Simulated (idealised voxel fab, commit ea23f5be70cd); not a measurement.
Title: Process Module voxel self aligned vias
Cross-section cut spans 250 nm and uses square cells 5 nm in size.
Cross-section format: a grid of square cells, given as bands from top to bottom; each band is one or more rows of cells.
Band: top and bottom heights (nm) first, top before bottom; then materials from left to right, widths in nm. "full width" marks a sole material filling the band edge to edge. "blank" denotes empty space.
Height is counted from the level 0, under which the received wafer is composed throughout of one material. The lowest of the bands is not closed at the bottom but continues downward, in the notation "0 down".
Think of "30..40" as a width that walks from the first number to the second as you go down the band, top row to bottom row, taking equal-sized steps from row to row.
"nothing different" (step): cross-section cells unchanged, all of them.
Heads up: "closed voids" only lists the empty pockets with no open path to the top that are 8 cells or more, and it writes them as width x height at distance, distance from the left edge, in nm.
The remark found on a step's line after its settings is issued by the simulator itself and pertains to that step.
You can add "overlay nm" to a step's line. For a step with a mask, it describes how far the mask lay to the right of its planned position, and a negative number describes a lay to the left.

**The process steps that were planned are listed below**
1,RECEIVE, material Si
2,CONFORMAL_DEP, material SiO2, thk nm 10
3,CONFORMAL_DEP, material SiCN, thk nm 5
4,DIRECTIONAL_DEP, material lowk, thk nm 25
5,PATTERN, tone open, mask id LINES, material resist, width nm 30, pitch nm 65, thk nm 15, overlay nm 0
6,DIRECTIONAL_ETCH, etch materials lowk, depth nm 25
7,STRIP, etch materials resist
8,CONFORMAL_DEP, material TiN, thk nm 5
9,FILL_DEP, material Ru, thk nm 10
10,CMP, height nm 40
11,SELECTIVE_ETCH, etch materials W Ru TiN, depth nm 10
12,FILL_DEP, material SiN, thk nm 10
13,CMP, height nm 40
14,DIRECTIONAL_DEP, material lowk, thk nm 15
15,PATTERN, tone open, mask id VIAS, material resist, width nm 50, pitch nm 65, thk nm 20, overlay nm 0
16,DIRECTIONAL_ETCH, etch materials lowk, depth nm 15
17,DIRECTIONAL_ETCH, etch materials SiN, depth nm 10
18,STRIP, etch materials resist
19,CONFORMAL_DEP, material TiN, thk nm 5
20,FILL_DEP, material W, thk nm 5
21,CMP, height nm 55
22,CONFORMAL_DEP, material SiN, thk nm 5

**What follows covers the first of two wafers; it ran as planned**

**Here's what the wafer looked like in cross-section when it arrived - that's after step 1**
0 down: Si full width
closed voids: none

**after step 2**
10 to 0: SiO2 full width
Whatever lies below 0 is exactly as it was before.

**after step 3**
15 to 10: SiCN full width
Whatever lies below 10 is exactly as it was before.

**after step 4**
40 to 15: lowk full width
Whatever lies below 15 is exactly as it was before.

**after step 5**
55 to 40: resist: 45, blank: 30, resist: 35, blank: 30, resist: 35, blank: 30, resist: 45
Whatever lies below 40 is exactly as it was before.

**after step 6**
55 to 40: resist: 45, blank: 30, resist: 35, blank: 30, resist: 35, blank: 30, resist: 45
40 to 15: lowk: 45, blank: 30, lowk: 35, blank: 30, lowk: 35, blank: 30, lowk: 45
Whatever lies below 15 is exactly as it was before.

**after step 7**
40 to 15: lowk: 45, blank: 30, lowk: 35, blank: 30, lowk: 35, blank: 30, lowk: 45
Whatever lies below 15 is exactly as it was before.

**after step 8**
45 to 40: TiN: 50, blank: 20, TiN: 45, blank: 20, TiN: 45, blank: 20, TiN: 50
40 to 20: lowk: 45, TiN: 5, blank: 20, TiN: 5, lowk: 35, TiN: 5, blank: 20, TiN: 5, lowk: 35, TiN: 5, blank: 20, TiN: 5, lowk: 45
20 to 15: lowk: 45, TiN: 30, lowk: 35, TiN: 30, lowk: 35, TiN: 30, lowk: 45
Whatever lies below 15 is exactly as it was before.

**after step 9**
55 to 45: Ru full width
45 to 40: TiN: 50, Ru: 20, TiN: 45, Ru: 20, TiN: 45, Ru: 20, TiN: 50
40 to 20: lowk: 45, TiN: 5, Ru: 20, TiN: 5, lowk: 35, TiN: 5, Ru: 20, TiN: 5, lowk: 35, TiN: 5, Ru: 20, TiN: 5, lowk: 45
Whatever lies below 20 is exactly as it was before.

**after step 10**
40 to 20: lowk: 45, TiN: 5, Ru: 20, TiN: 5, lowk: 35, TiN: 5, Ru: 20, TiN: 5, lowk: 35, TiN: 5, Ru: 20, TiN: 5, lowk: 45
Whatever lies below 20 is exactly as it was before.

**after step 11**
40 to 30: lowk: 45, blank: 30, lowk: 35, blank: 30, lowk: 35, blank: 30, lowk: 45
Whatever lies below 30 is exactly as it was before.

**after step 12**
50 to 40: SiN full width
40 to 30: lowk: 45, SiN: 30, lowk: 35, SiN: 30, lowk: 35, SiN: 30, lowk: 45
Whatever lies below 30 is exactly as it was before.

**after step 13**
40 to 30: lowk: 45, SiN: 30, lowk: 35, SiN: 30, lowk: 35, SiN: 30, lowk: 45
Whatever lies below 30 is exactly as it was before.

**after step 14**
55 to 40: lowk full width
Whatever lies below 40 is exactly as it was before.

**after step 15**
75 to 55: resist: 35, blank: 50, resist: 15, blank: 50, resist: 15, blank: 50, resist: 35
Whatever lies below 55 is exactly as it was before.

**after step 16**
75 to 55: resist: 35, blank: 50, resist: 15, blank: 50, resist: 15, blank: 50, resist: 35
55 to 40: lowk: 35, blank: 50, lowk: 15, blank: 50, lowk: 15, blank: 50, lowk: 35
Whatever lies below 40 is exactly as it was before.

**after step 17**
75 to 55: resist: 35, blank: 50, resist: 15, blank: 50, resist: 15, blank: 50, resist: 35
55 to 40: lowk: 35, blank: 50, lowk: 15, blank: 50, lowk: 15, blank: 50, lowk: 35
40 to 30: lowk: 45, blank: 30, lowk: 35, blank: 30, lowk: 35, blank: 30, lowk: 45
Whatever lies below 30 is exactly as it was before.

**after step 18**
55 to 40: lowk: 35, blank: 50, lowk: 15, blank: 50, lowk: 15, blank: 50, lowk: 35
Whatever lies below 40 is exactly as it was before.

**after step 19**
60 to 55: TiN: 40, blank: 40, TiN: 25, blank: 40, TiN: 25, blank: 40, TiN: 40
55 to 45: lowk: 35, TiN: 5, blank: 40, TiN: 5, lowk: 15, TiN: 5, blank: 40, TiN: 5, lowk: 15, TiN: 5, blank: 40, TiN: 5, lowk: 35
45 to 35: lowk: 35..45, TiN: 15..5, blank: 20, TiN: 15..5, lowk: 15..35, TiN: 15..5, blank: 20, TiN: 15..5, lowk: 15..35, TiN: 15..5, blank: 20, TiN: 15..5, lowk: 35..45
35 to 30: lowk: 45, TiN: 30, lowk: 35, TiN: 30, lowk: 35, TiN: 30, lowk: 45
Whatever lies below 30 is exactly as it was before.

**after step 20**
65 to 60: W full width
60 to 55: TiN: 40, W: 40, TiN: 25, W: 40, TiN: 25, W: 40, TiN: 40
55 to 45: lowk: 35, TiN: 5, W: 40, TiN: 5, lowk: 15, TiN: 5, W: 40, TiN: 5, lowk: 15, TiN: 5, W: 40, TiN: 5, lowk: 35
45 to 35: lowk: 35..45, TiN: 15..5, W: 20, TiN: 15..5, lowk: 15..35, TiN: 15..5, W: 20, TiN: 15..5, lowk: 15..35, TiN: 15..5, W: 20, TiN: 15..5, lowk: 35..45
Whatever lies below 35 is exactly as it was before.

**after step 21**
55 to 45: lowk: 35, TiN: 5, W: 40, TiN: 5, lowk: 15, TiN: 5, W: 40, TiN: 5, lowk: 15, TiN: 5, W: 40, TiN: 5, lowk: 35
Whatever lies below 45 is exactly as it was before.

**after step 22**
60 to 55: SiN full width
Whatever lies below 55 is exactly as it was before.

**Second wafer, same starting conditions and recipe as the first, one mistake in executing it, nothing differs from the first up to and including step 1**

**Second wafer, sectioned view, at step 2's planned end time**
5 to 0: SiCN full width
Whatever lies below 0 is exactly as it was before.

**Second wafer, sectioned view, at step 3's planned end time**
15 to 5: SiO2 full width
Whatever lies below 5 is exactly as it was before.

**Second wafer, sectioned view, at step 4's planned end time**
40 to 15: lowk full width
Whatever lies below 15 is exactly as it was before.

**Second wafer, sectioned view, at step 5's planned end time**
55 to 40: resist: 45, blank: 30, resist: 35, blank: 30, resist: 35, blank: 30, resist: 45
Whatever lies below 40 is exactly as it was before.

**Second wafer, sectioned view, at step 6's planned end time**
55 to 40: resist: 45, blank: 30, resist: 35, blank: 30, resist: 35, blank: 30, resist: 45
40 to 15: lowk: 45, blank: 30, lowk: 35, blank: 30, lowk: 35, blank: 30, lowk: 45
Whatever lies below 15 is exactly as it was before.

**Second wafer, sectioned view, at step 7's planned end time**
40 to 15: lowk: 45, blank: 30, lowk: 35, blank: 30, lowk: 35, blank: 30, lowk: 45
Whatever lies below 15 is exactly as it was before.

**Second wafer, sectioned view, at step 8's planned end time**
45 to 40: TiN: 50, blank: 20, TiN: 45, blank: 20, TiN: 45, blank: 20, TiN: 50
40 to 20: lowk: 45, TiN: 5, blank: 20, TiN: 5, lowk: 35, TiN: 5, blank: 20, TiN: 5, lowk: 35, TiN: 5, blank: 20, TiN: 5, lowk: 45
20 to 15: lowk: 45, TiN: 30, lowk: 35, TiN: 30, lowk: 35, TiN: 30, lowk: 45
Whatever lies below 15 is exactly as it was before.

**Second wafer, sectioned view, at step 9's planned end time**
55 to 45: Ru full width
45 to 40: TiN: 50, Ru: 20, TiN: 45, Ru: 20, TiN: 45, Ru: 20, TiN: 50
40 to 20: lowk: 45, TiN: 5, Ru: 20, TiN: 5, lowk: 35, TiN: 5, Ru: 20, TiN: 5, lowk: 35, TiN: 5, Ru: 20, TiN: 5, lowk: 45
Whatever lies below 20 is exactly as it was before.

**Second wafer, sectioned view, at step 10's planned end time**
40 to 20: lowk: 45, TiN: 5, Ru: 20, TiN: 5, lowk: 35, TiN: 5, Ru: 20, TiN: 5, lowk: 35, TiN: 5, Ru: 20, TiN: 5, lowk: 45
Whatever lies below 20 is exactly as it was before.

**Second wafer, sectioned view, at step 11's planned end time**
40 to 30: lowk: 45, blank: 30, lowk: 35, blank: 30, lowk: 35, blank: 30, lowk: 45
Whatever lies below 30 is exactly as it was before.

**Second wafer, sectioned view, at step 12's planned end time**
50 to 40: SiN full width
40 to 30: lowk: 45, SiN: 30, lowk: 35, SiN: 30, lowk: 35, SiN: 30, lowk: 45
Whatever lies below 30 is exactly as it was before.

**Second wafer, sectioned view, at step 13's planned end time**
40 to 30: lowk: 45, SiN: 30, lowk: 35, SiN: 30, lowk: 35, SiN: 30, lowk: 45
Whatever lies below 30 is exactly as it was before.

**Second wafer, sectioned view, at step 14's planned end time**
55 to 40: lowk full width
Whatever lies below 40 is exactly as it was before.

**Second wafer, sectioned view, at step 15's planned end time**
75 to 55: resist: 35, blank: 50, resist: 15, blank: 50, resist: 15, blank: 50, resist: 35
Whatever lies below 55 is exactly as it was before.

**Second wafer, sectioned view, at step 16's planned end time**
75 to 55: resist: 35, blank: 50, resist: 15, blank: 50, resist: 15, blank: 50, resist: 35
55 to 40: lowk: 35, blank: 50, lowk: 15, blank: 50, lowk: 15, blank: 50, lowk: 35
Whatever lies below 40 is exactly as it was before.

**Second wafer, sectioned view, at step 17's planned end time**
75 to 55: resist: 35, blank: 50, resist: 15, blank: 50, resist: 15, blank: 50, resist: 35
55 to 40: lowk: 35, blank: 50, lowk: 15, blank: 50, lowk: 15, blank: 50, lowk: 35
40 to 30: lowk: 45, blank: 30, lowk: 35, blank: 30, lowk: 35, blank: 30, lowk: 45
Whatever lies below 30 is exactly as it was before.

**Second wafer, sectioned view, at step 18's planned end time**
55 to 40: lowk: 35, blank: 50, lowk: 15, blank: 50, lowk: 15, blank: 50, lowk: 35
Whatever lies below 40 is exactly as it was before.

**Second wafer, sectioned view, at step 19's planned end time**
60 to 55: TiN: 40, blank: 40, TiN: 25, blank: 40, TiN: 25, blank: 40, TiN: 40
55 to 45: lowk: 35, TiN: 5, blank: 40, TiN: 5, lowk: 15, TiN: 5, blank: 40, TiN: 5, lowk: 15, TiN: 5, blank: 40, TiN: 5, lowk: 35
45 to 35: lowk: 35..45, TiN: 15..5, blank: 20, TiN: 15..5, lowk: 15..35, TiN: 15..5, blank: 20, TiN: 15..5, lowk: 15..35, TiN: 15..5, blank: 20, TiN: 15..5, lowk: 35..45
35 to 30: lowk: 45, TiN: 30, lowk: 35, TiN: 30, lowk: 35, TiN: 30, lowk: 45
Whatever lies below 30 is exactly as it was before.

**Second wafer, sectioned view, at step 20's planned end time**
65 to 60: W full width
60 to 55: TiN: 40, W: 40, TiN: 25, W: 40, TiN: 25, W: 40, TiN: 40
55 to 45: lowk: 35, TiN: 5, W: 40, TiN: 5, lowk: 15, TiN: 5, W: 40, TiN: 5, lowk: 15, TiN: 5, W: 40, TiN: 5, lowk: 35
45 to 35: lowk: 35..45, TiN: 15..5, W: 20, TiN: 15..5, lowk: 15..35, TiN: 15..5, W: 20, TiN: 15..5, lowk: 15..35, TiN: 15..5, W: 20, TiN: 15..5, lowk: 35..45
Whatever lies below 35 is exactly as it was before.

**Second wafer, sectioned view, at step 21's planned end time**
55 to 45: lowk: 35, TiN: 5, W: 40, TiN: 5, lowk: 15, TiN: 5, W: 40, TiN: 5, lowk: 15, TiN: 5, W: 40, TiN: 5, lowk: 35
Whatever lies below 45 is exactly as it was before.

**Second wafer, sectioned view, at step 22's planned end time**
60 to 55: SiN full width
Whatever lies below 55 is exactly as it was before.
What was done differently from what was planned? the processing plan was not followed for steps 2 and 3, which were run with their positions exchanged
Cell counts per material: same on both final wafers. Positions: different.
